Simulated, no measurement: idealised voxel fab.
Process module under the name voxel ribs on slabs
Displayed cross-section: cut, width of 140 nm, square cells sized 5 nm.
The cross-sections in this document take the form of a grid made of square cells. They are written out as bands, in order from top to bottom. Each band consists of one or more rows of cells. Quick guide to a band line: top height, bottom height (nm) up front; then every material left to right with its width in nm. Only one material and it's marked "throughout"? Then it fills the band edge to edge. And "air" just means empty space. We count height from 0. Below that, the starting wafer is all one material. The lowest band never ends at the bottom but goes on down; see "0..down" for how that is written. Quick explanation for "30..40": the width changes in equal steps down the rows of cells, from the first number in the band's top row to the second number in its bottom row. Where a step carries "same as before", the cross-section came out of it unchanged, cell for cell. Basically, "Fully enclosed voids" tells you about the enclosed voids: empty spaces with no open way to the top, 8 cells or bigger, each written width x height at distance, where distance is from the left edge, all in nm. Where a step's line continues beyond its settings, the continuation is a remark by the simulator itself on that step. "overlay nm" on a masked step: distance the mask lay right of its planned place, negative for left.
SO HERE'S THE LINEUP OF PROCESS STEPS WE PLANNED
1) RECEIVE (material Si)
2) DIRECTIONAL_DEP (material SiO2; thk nm 20)
3) DIRECTIONAL_DEP (material SiN; thk nm 15)
4) DIRECTIONAL_DEP (material aC; thk nm 15)
5) PATTERN (tone cover; mask id RIB; material resist; width nm 25; thk nm 35; overlay nm 0)
6) DIRECTIONAL_ETCH (etch materials aC; depth nm 15)
7) STRIP (etch materials resist)
8) DIRECTIONAL_ETCH (etch materials SiN; depth nm 10)
9) STRIP (etch materials aC)
10) DIRECTIONAL_DEP (material aC; thk nm 10)
11) PATTERN (tone cover; mask id SLAB; material resist; width nm 75; thk nm 30; overlay nm 0)
12) DIRECTIONAL_ETCH (etch materials aC; depth nm 10)
13) STRIP (etch materials resist)
14) DIRECTIONAL_ETCH (etch materials SiN; depth nm 5)
15) STRIP (etch materials aC)
16) FILL_DEP (material SiO2; thk nm 20)
17) CMP (height nm 50)
18) DIRECTIONAL_DEP (material W; thk nm 10)
19) MASKED_ETCH (tone cover; mask id HEATER; width nm 35; etch materials W; depth nm 10; overlay nm 0)
20) CONFORMAL_DEP (material SiO2; thk nm 10)
CROSS-SECTION OF THE INCOMING WAFER, STATE AFTER STEP 1
* 0..down: Si throughout
* Fully enclosed voids: none
END STATE OF THE MODULE IN CROSS-SECTION, GIVEN THE ABOVE STARTING POINT AND PLAN AND ONE MISTAKE IN EXECUTION
* 60..50: air 50, W 35, air 55
* 50..35: SiO2 throughout
* 35..25: SiO2 55, SiN 25, SiO2 60
* 25..20: SiO2 30, SiN 75, SiO2 35
* 20..0: SiO2 throughout
* 0..down: Si throughout
* Fully enclosed voids: none
Want to know what went wrong? plan step 20 was not performed, having been skipped
